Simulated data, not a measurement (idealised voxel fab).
process module | voxel transistor to metal
cross-section cut | 285 nm wide | cells 5 nm
A cross-section is a grid of square cells, given in bands from the top down. A band is one or more rows of cells.
Each band's line starts with the height of the band's top and of its bottom, in nm. Then come its materials from left to right, each with its width in nm. One material with "throughout" fills the band from edge to edge. "air" is empty space.
Height 0 is the level under which the wafer as received is all one material. The lowest band goes on downwards, as in "0 down".
A width such as "30 to 40" changes by the same amount from each row of cells to the next, from the band's top row to its bottom row.
"no change" after a step means that no cell of the cross-section changed.
closed voids: empty space of 8 cells or more with no open way to the top, each as width x height at its distance from the left edge, in nm
after a step's settings: what the simulator itself notes on the step
overlay nm, on a step with a mask: how far to the right of its planned place the mask lay; to the left if negative
plan
1 op RECEIVE | material Si
2 op OXIDIZE | depth nm 5
3 op CONFORMAL_DEP | material SiN | thk nm 10
4 op PATTERN | tone cover | mask id ACTIVE | material resist | width nm 115 | pitch nm 135 | thk nm 15 | overlay nm 0
5 op DIRECTIONAL_ETCH | etch materials SiN | depth nm 10
6 op DIRECTIONAL_ETCH | etch materials SiO2 | depth nm 5
7 op DIRECTIONAL_ETCH | etch materials Si | depth nm 20
8 op STRIP | etch materials resist
9 op FILL_DEP | material SiO2 | thk nm 15
10 op CMP | height nm 10
11 op SELECTIVE_ETCH | etch materials SiO2 | depth nm 10
12 op STRIP | etch materials SiN
13 op SELECTIVE_ETCH | etch materials SiO2 | depth nm 5
14 op OXIDIZE | depth nm 5
15 op DIRECTIONAL_DEP | material polySi | thk nm 25
16 op DIRECTIONAL_DEP | material SiCN | thk nm 10
17 op MASKED_ETCH | tone cover | mask id GATE | width nm 15 | pitch nm 135 | etch materials SiCN | depth nm 20 | overlay nm 0
18 op MASKED_ETCH | tone cover | mask id GATE | width nm 15 | pitch nm 135 | etch materials polySi | depth nm 35 | overlay nm 0
19 op CONFORMAL_DEP | material SiN | thk nm 5
20 op DIRECTIONAL_ETCH | etch materials SiN | depth nm 5
21 op DIRECTIONAL_ETCH | etch materials SiO2 | depth nm 5
22 op EPI | material nSi | thk nm 5
23 op FILL_DEP | material SiO2 | thk nm 5
24 op CMP | height nm 30
25 op DIRECTIONAL_DEP | material SiO2 | thk nm 15
26 op MASKED_ETCH | tone open | mask id CONTACT | width nm 20 | etch materials SiO2 | depth nm 50 | overlay nm 0
27 op CONFORMAL_DEP | material TiN | thk nm 5
28 op FILL_DEP | material W | thk nm 5
29 op CMP | height nm 45
30 op CONFORMAL_DEP | material SiCN | thk nm 5
31 op DIRECTIONAL_DEP | material SiO2 | thk nm 25
32 op PATTERN | tone open | mask id METAL_1 | material resist | width nm 20 | thk nm 20 | overlay nm 0
33 op DIRECTIONAL_ETCH | etch materials SiO2 | depth nm 25
34 op DIRECTIONAL_ETCH | etch materials SiCN | depth nm 5
35 op STRIP | etch materials resist
36 op CONFORMAL_DEP | material TiN | thk nm 5
37 op FILL_DEP | material Cu | thk nm 10
38 op CMP | height nm 75
39 op CONFORMAL_DEP | material SiCN | thk nm 5
first wafer, as planned
as received, after step 1
  0 down: Si throughout
  closed voids: none
after step 2
  0 to -5: SiO2 throughout
  below -5: unchanged
after step 3
  10 to 0: SiN throughout
  below 0: unchanged
after step 4
  25 to 10: air 15 | resist 115 | air 20 | resist 115 | air 20
  below 10: unchanged
after step 5
  25 to 10: air 15 | resist 115 | air 20 | resist 115 | air 20
  10 to 0: air 15 | SiN 115 | air 20 | SiN 115 | air 20
  below 0: unchanged
after step 6
  25 to 10: air 15 | resist 115 | air 20 | resist 115 | air 20
  10 to 0: air 15 | SiN 115 | air 20 | SiN 115 | air 20
  0 to -5: air 15 | SiO2 115 | air 20 | SiO2 115 | air 20
  below -5: unchanged
after step 7
  25 to 10: air 15 | resist 115 | air 20 | resist 115 | air 20
  10 to 0: air 15 | SiN 115 | air 20 | SiN 115 | air 20
  0 to -5: air 15 | SiO2 115 | air 20 | SiO2 115 | air 20
  -5 to -25: air 15 | Si 115 | air 20 | Si 115 | air 20
  below -25: unchanged
after step 8
  10 to 0: air 15 | SiN 115 | air 20 | SiN 115 | air 20
  below 0: unchanged
after step 9
  25 to 10: SiO2 throughout
  10 to 0: SiO2 15 | SiN 115 | SiO2 20 | SiN 115 | SiO2 20
  0 to -5: SiO2 throughout
  -5 to -25: SiO2 15 | Si 115 | SiO2 20 | Si 115 | SiO2 20
  below -25: unchanged
after step 10
  10 to 0: SiO2 15 | SiN 115 | SiO2 20 | SiN 115 | SiO2 20
  below 0: unchanged
after step 11
  10 to 0: air 15 | SiN 115 | air 20 | SiN 115 | air 20
  below 0: unchanged
after step 12
  0 to -5: SiO2 throughout
  below -5: unchanged
after step 13
  -5 to -25: SiO2 15 | Si 115 | SiO2 20 | Si 115 | SiO2 20
  below -25: unchanged
after step 14
  -5 to -10: SiO2 throughout
  below -10: unchanged
after step 15
  20 to -5: polySi throughout
  below -5: unchanged
after step 16
  30 to 20: SiCN throughout
  below 20: unchanged
after step 17
  30 to 20: air 65 | SiCN 15 | air 120 | SiCN 15 | air 70
  below 20: unchanged
after step 18
  30 to 20: air 65 | SiCN 15 | air 120 | SiCN 15 | air 70
  20 to -5: air 65 | polySi 15 | air 120 | polySi 15 | air 70
  below -5: unchanged
after step 19
  35 to 30: air 60 | SiN 25 | air 110 | SiN 25 | air 65
  30 to 20: air 60 | SiN 5 | SiCN 15 | SiN 5 | air 110 | SiN 5 | SiCN 15 | SiN 5 | air 65
  20 to 0: air 60 | SiN 5 | polySi 15 | SiN 5 | air 110 | SiN 5 | polySi 15 | SiN 5 | air 65
  0 to -5: SiN 65 | polySi 15 | SiN 120 | polySi 15 | SiN 70
  below -5: unchanged
after step 20
  30 to 20: air 60 | SiN 5 | SiCN 15 | SiN 5 | air 110 | SiN 5 | SiCN 15 | SiN 5 | air 65
  20 to -5: air 60 | SiN 5 | polySi 15 | SiN 5 | air 110 | SiN 5 | polySi 15 | SiN 5 | air 65
  below -5: unchanged
after step 21
  30 to 20: air 60 | SiN 5 | SiCN 15 | SiN 5 | air 110 | SiN 5 | SiCN 15 | SiN 5 | air 65
  20 to -5: air 60 | SiN 5 | polySi 15 | SiN 5 | air 110 | SiN 5 | polySi 15 | SiN 5 | air 65
  -5 to -10: air 60 | SiO2 25 | air 110 | SiO2 25 | air 65
  below -10: unchanged
after step 22
  30 to 20: air 60 | SiN 5 | SiCN 15 | SiN 5 | air 110 | SiN 5 | SiCN 15 | SiN 5 | air 65
  20 to -5: air 60 | SiN 5 | polySi 15 | SiN 5 | air 110 | SiN 5 | polySi 15 | SiN 5 | air 65
  -5 to -10: air 10 | nSi 50 | SiO2 25 | nSi 50 | air 10 | nSi 50 | SiO2 25 | nSi 50 | air 15
  below -10: unchanged
after step 23
  35 to 30: SiO2 throughout
  30 to 20: SiO2 60 | SiN 5 | SiCN 15 | SiN 5 | SiO2 110 | SiN 5 | SiCN 15 | SiN 5 | SiO2 65
  20 to -5: SiO2 60 | SiN 5 | polySi 15 | SiN 5 | SiO2 110 | SiN 5 | polySi 15 | SiN 5 | SiO2 65
  -5 to -10: SiO2 10 | nSi 50 | SiO2 25 | nSi 50 | SiO2 10 | nSi 50 | SiO2 25 | nSi 50 | SiO2 15
  below -10: unchanged
after step 24
  30 to 20: SiO2 60 | SiN 5 | SiCN 15 | SiN 5 | SiO2 110 | SiN 5 | SiCN 15 | SiN 5 | SiO2 65
  below 20: unchanged
after step 25
  45 to 30: SiO2 throughout
  below 30: unchanged
after step 26
  45 to 30: SiO2 25 | air 20 | SiO2 55 | air 20 | SiO2 40 | air 20 | SiO2 55 | air 20 | SiO2 30
  30 to 20: SiO2 25 | air 20 | SiO2 15 | SiN 5 | SiCN 15 | SiN 5 | SiO2 15 | air 20 | SiO2 40 | air 20 | SiO2 15 | SiN 5 | SiCN 15 | SiN 5 | SiO2 15 | air 20 | SiO2 30
  20 to -5: SiO2 25 | air 20 | SiO2 15 | SiN 5 | polySi 15 | SiN 5 | SiO2 15 | air 20 | SiO2 40 | air 20 | SiO2 15 | SiN 5 | polySi 15 | SiN 5 | SiO2 15 | air 20 | SiO2 30
  below -5: unchanged
after step 27
  50 to 45: TiN 30 | air 10 | TiN 65 | air 10 | TiN 50 | air 10 | TiN 65 | air 10 | TiN 35
  45 to 30: SiO2 25 | TiN 5 | air 10 | TiN 5 | SiO2 55 | TiN 5 | air 10 | TiN 5 | SiO2 40 | TiN 5 | air 10 | TiN 5 | SiO2 55 | TiN 5 | air 10 | TiN 5 | SiO2 30
  30 to 20: SiO2 25 | TiN 5 | air 10 | TiN 5 | SiO2 15 | SiN 5 | SiCN 15 | SiN 5 | SiO2 15 | TiN 5 | air 10 | TiN 5 | SiO2 40 | TiN 5 | air 10 | TiN 5 | SiO2 15 | SiN 5 | SiCN 15 | SiN 5 | SiO2 15 | TiN 5 | air 10 | TiN 5 | SiO2 30
  20 to 0: SiO2 25 | TiN 5 | air 10 | TiN 5 | SiO2 15 | SiN 5 | polySi 15 | SiN 5 | SiO2 15 | TiN 5 | air 10 | TiN 5 | SiO2 40 | TiN 5 | air 10 | TiN 5 | SiO2 15 | SiN 5 | polySi 15 | SiN 5 | SiO2 15 | TiN 5 | air 10 | TiN 5 | SiO2 30
  0 to -5: SiO2 25 | TiN 20 | SiO2 15 | SiN 5 | polySi 15 | SiN 5 | SiO2 15 | TiN 20 | SiO2 40 | TiN 20 | SiO2 15 | SiN 5 | polySi 15 | SiN 5 | SiO2 15 | TiN 20 | SiO2 30
  below -5: unchanged
after step 28
  55 to 50: W throughout
  50 to 45: TiN 30 | W 10 | TiN 65 | W 10 | TiN 50 | W 10 | TiN 65 | W 10 | TiN 35
  45 to 30: SiO2 25 | TiN 5 | W 10 | TiN 5 | SiO2 55 | TiN 5 | W 10 | TiN 5 | SiO2 40 | TiN 5 | W 10 | TiN 5 | SiO2 55 | TiN 5 | W 10 | TiN 5 | SiO2 30
  30 to 20: SiO2 25 | TiN 5 | W 10 | TiN 5 | SiO2 15 | SiN 5 | SiCN 15 | SiN 5 | SiO2 15 | TiN 5 | W 10 | TiN 5 | SiO2 40 | TiN 5 | W 10 | TiN 5 | SiO2 15 | SiN 5 | SiCN 15 | SiN 5 | SiO2 15 | TiN 5 | W 10 | TiN 5 | SiO2 30
  20 to 0: SiO2 25 | TiN 5 | W 10 | TiN 5 | SiO2 15 | SiN 5 | polySi 15 | SiN 5 | SiO2 15 | TiN 5 | W 10 | TiN 5 | SiO2 40 | TiN 5 | W 10 | TiN 5 | SiO2 15 | SiN 5 | polySi 15 | SiN 5 | SiO2 15 | TiN 5 | W 10 | TiN 5 | SiO2 30
  below 0: unchanged
after step 29
  45 to 30: SiO2 25 | TiN 5 | W 10 | TiN 5 | SiO2 55 | TiN 5 | W 10 | TiN 5 | SiO2 40 | TiN 5 | W 10 | TiN 5 | SiO2 55 | TiN 5 | W 10 | TiN 5 | SiO2 30
  below 30: unchanged
after step 30
  50 to 45: SiCN throughout
  below 45: unchanged
after step 31
  75 to 50: SiO2 throughout
  below 50: unchanged
after step 32
  95 to 75: resist 25 | air 20 | resist 55 | air 20 | resist 40 | air 20 | resist 55 | air 20 | resist 30
  below 75: unchanged
after step 33
  95 to 75: resist 25 | air 20 | resist 55 | air 20 | resist 40 | air 20 | resist 55 | air 20 | resist 30
  75 to 50: SiO2 25 | air 20 | SiO2 55 | air 20 | SiO2 40 | air 20 | SiO2 55 | air 20 | SiO2 30
  below 50: unchanged
after step 34
  95 to 75: resist 25 | air 20 | resist 55 | air 20 | resist 40 | air 20 | resist 55 | air 20 | resist 30
  75 to 50: SiO2 25 | air 20 | SiO2 55 | air 20 | SiO2 40 | air 20 | SiO2 55 | air 20 | SiO2 30
  50 to 45: SiCN 25 | air 20 | SiCN 55 | air 20 | SiCN 40 | air 20 | SiCN 55 | air 20 | SiCN 30
  below 45: unchanged
after step 35
  75 to 50: SiO2 25 | air 20 | SiO2 55 | air 20 | SiO2 40 | air 20 | SiO2 55 | air 20 | SiO2 30
  below 50: unchanged
after step 36
  80 to 75: TiN 30 | air 10 | TiN 65 | air 10 | TiN 50 | air 10 | TiN 65 | air 10 | TiN 35
  75 to 50: SiO2 25 | TiN 5 | air 10 | TiN 5 | SiO2 55 | TiN 5 | air 10 | TiN 5 | SiO2 40 | TiN 5 | air 10 | TiN 5 | SiO2 55 | TiN 5 | air 10 | TiN 5 | SiO2 30
  50 to 45: SiCN 25 | TiN 20 | SiCN 55 | TiN 20 | SiCN 40 | TiN 20 | SiCN 55 | TiN 20 | SiCN 30
  below 45: unchanged
after step 37
  90 to 80: Cu throughout
  80 to 75: TiN 30 | Cu 10 | TiN 65 | Cu 10 | TiN 50 | Cu 10 | TiN 65 | Cu 10 | TiN 35
  75 to 50: SiO2 25 | TiN 5 | Cu 10 | TiN 5 | SiO2 55 | TiN 5 | Cu 10 | TiN 5 | SiO2 40 | TiN 5 | Cu 10 | TiN 5 | SiO2 55 | TiN 5 | Cu 10 | TiN 5 | SiO2 30
  below 50: unchanged
after step 38
  75 to 50: SiO2 25 | TiN 5 | Cu 10 | TiN 5 | SiO2 55 | TiN 5 | Cu 10 | TiN 5 | SiO2 40 | TiN 5 | Cu 10 | TiN 5 | SiO2 55 | TiN 5 | Cu 10 | TiN 5 | SiO2 30
  below 50: unchanged
after step 39
  80 to 75: SiCN throughout
  below 75: unchanged
second wafer: like start, like plan, one mistake. Through step 25 it matches the first wafer
when step 26 should have ended
  45 to 30: SiO2 15 | air 20 | SiO2 55 | air 20 | SiO2 40 | air 20 | SiO2 55 | air 20 | SiO2 40
  30 to 20: SiO2 15 | air 20 | SiO2 25 | SiN 5 | SiCN 15 | SiN 5 | SiO2 5 | air 20 | SiO2 40 | air 20 | SiO2 25 | SiN 5 | SiCN 15 | SiN 5 | SiO2 5 | air 20 | SiO2 40
  20 to -5: SiO2 15 | air 20 | SiO2 25 | SiN 5 | polySi 15 | SiN 5 | SiO2 5 | air 20 | SiO2 40 | air 20 | SiO2 25 | SiN 5 | polySi 15 | SiN 5 | SiO2 5 | air 20 | SiO2 40
  below -5: unchanged
when step 27 should have ended
  50 to 45: TiN 20 | air 10 | TiN 65 | air 10 | TiN 50 | air 10 | TiN 65 | air 10 | TiN 45
  45 to 30: SiO2 15 | TiN 5 | air 10 | TiN 5 | SiO2 55 | TiN 5 | air 10 | TiN 5 | SiO2 40 | TiN 5 | air 10 | TiN 5 | SiO2 55 | TiN 5 | air 10 | TiN 5 | SiO2 40
  30 to 20: SiO2 15 | TiN 5 | air 10 | TiN 5 | SiO2 25 | SiN 5 | SiCN 15 | SiN 5 | SiO2 5 | TiN 5 | air 10 | TiN 5 | SiO2 40 | TiN 5 | air 10 | TiN 5 | SiO2 25 | SiN 5 | SiCN 15 | SiN 5 | SiO2 5 | TiN 5 | air 10 | TiN 5 | SiO2 40
  20 to 0: SiO2 15 | TiN 5 | air 10 | TiN 5 | SiO2 25 | SiN 5 | polySi 15 | SiN 5 | SiO2 5 | TiN 5 | air 10 | TiN 5 | SiO2 40 | TiN 5 | air 10 | TiN 5 | SiO2 25 | SiN 5 | polySi 15 | SiN 5 | SiO2 5 | TiN 5 | air 10 | TiN 5 | SiO2 40
  0 to -5: SiO2 15 | TiN 20 | SiO2 25 | SiN 5 | polySi 15 | SiN 5 | SiO2 5 | TiN 20 | SiO2 40 | TiN 20 | SiO2 25 | SiN 5 | polySi 15 | SiN 5 | SiO2 5 | TiN 20 | SiO2 40
  below -5: unchanged
when step 28 should have ended
  55 to 50: W throughout
  50 to 45: TiN 20 | W 10 | TiN 65 | W 10 | TiN 50 | W 10 | TiN 65 | W 10 | TiN 45
  45 to 30: SiO2 15 | TiN 5 | W 10 | TiN 5 | SiO2 55 | TiN 5 | W 10 | TiN 5 | SiO2 40 | TiN 5 | W 10 | TiN 5 | SiO2 55 | TiN 5 | W 10 | TiN 5 | SiO2 40
  30 to 20: SiO2 15 | TiN 5 | W 10 | TiN 5 | SiO2 25 | SiN 5 | SiCN 15 | SiN 5 | SiO2 5 | TiN 5 | W 10 | TiN 5 | SiO2 40 | TiN 5 | W 10 | TiN 5 | SiO2 25 | SiN 5 | SiCN 15 | SiN 5 | SiO2 5 | TiN 5 | W 10 | TiN 5 | SiO2 40
  20 to 0: SiO2 15 | TiN 5 | W 10 | TiN 5 | SiO2 25 | SiN 5 | polySi 15 | SiN 5 | SiO2 5 | TiN 5 | W 10 | TiN 5 | SiO2 40 | TiN 5 | W 10 | TiN 5 | SiO2 25 | SiN 5 | polySi 15 | SiN 5 | SiO2 5 | TiN 5 | W 10 | TiN 5 | SiO2 40
  below 0: unchanged
when step 29 should have ended
  45 to 30: SiO2 15 | TiN 5 | W 10 | TiN 5 | SiO2 55 | TiN 5 | W 10 | TiN 5 | SiO2 40 | TiN 5 | W 10 | TiN 5 | SiO2 55 | TiN 5 | W 10 | TiN 5 | SiO2 40
  below 30: unchanged
when step 30 should have ended
  50 to 45: SiCN throughout
  below 45: unchanged
when step 31 should have ended
  75 to 50: SiO2 throughout
  below 50: unchanged
when step 32 should have ended
  95 to 75: resist 25 | air 20 | resist 55 | air 20 | resist 40 | air 20 | resist 55 | air 20 | resist 30
  below 75: unchanged
when step 33 should have ended
  95 to 75: resist 25 | air 20 | resist 55 | air 20 | resist 40 | air 20 | resist 55 | air 20 | resist 30
  75 to 50: SiO2 25 | air 20 | SiO2 55 | air 20 | SiO2 40 | air 20 | SiO2 55 | air 20 | SiO2 30
  below 50: unchanged
when step 34 should have ended
  95 to 75: resist 25 | air 20 | resist 55 | air 20 | resist 40 | air 20 | resist 55 | air 20 | resist 30
  75 to 50: SiO2 25 | air 20 | SiO2 55 | air 20 | SiO2 40 | air 20 | SiO2 55 | air 20 | SiO2 30
  50 to 45: SiCN 25 | air 20 | SiCN 55 | air 20 | SiCN 40 | air 20 | SiCN 55 | air 20 | SiCN 30
  below 45: unchanged
when step 35 should have ended
  75 to 50: SiO2 25 | air 20 | SiO2 55 | air 20 | SiO2 40 | air 20 | SiO2 55 | air 20 | SiO2 30
  below 50: unchanged
when step 36 should have ended
  80 to 75: TiN 30 | air 10 | TiN 65 | air 10 | TiN 50 | air 10 | TiN 65 | air 10 | TiN 35
  75 to 50: SiO2 25 | TiN 5 | air 10 | TiN 5 | SiO2 55 | TiN 5 | air 10 | TiN 5 | SiO2 40 | TiN 5 | air 10 | TiN 5 | SiO2 55 | TiN 5 | air 10 | TiN 5 | SiO2 30
  50 to 45: SiCN 25 | TiN 20 | SiCN 55 | TiN 20 | SiCN 40 | TiN 20 | SiCN 55 | TiN 20 | SiCN 30
  below 45: unchanged
when step 37 should have ended
  90 to 80: Cu throughout
  80 to 75: TiN 30 | Cu 10 | TiN 65 | Cu 10 | TiN 50 | Cu 10 | TiN 65 | Cu 10 | TiN 35
  75 to 50: SiO2 25 | TiN 5 | Cu 10 | TiN 5 | SiO2 55 | TiN 5 | Cu 10 | TiN 5 | SiO2 40 | TiN 5 | Cu 10 | TiN 5 | SiO2 55 | TiN 5 | Cu 10 | TiN 5 | SiO2 30
  below 50: unchanged
when step 38 should have ended
  75 to 50: SiO2 25 | TiN 5 | Cu 10 | TiN 5 | SiO2 55 | TiN 5 | Cu 10 | TiN 5 | SiO2 40 | TiN 5 | Cu 10 | TiN 5 | SiO2 55 | TiN 5 | Cu 10 | TiN 5 | SiO2 30
  below 50: unchanged
when step 39 should have ended
  80 to 75: SiCN throughout
  below 75: unchanged
what went wrong: step 26 ran as: op MASKED_ETCH | tone open | mask id CONTACT | width nm 20 | etch materials SiO2 | depth nm 50 | overlay nm -10
at the end the second wafer has, in cells: as many of each material as the first, in other places
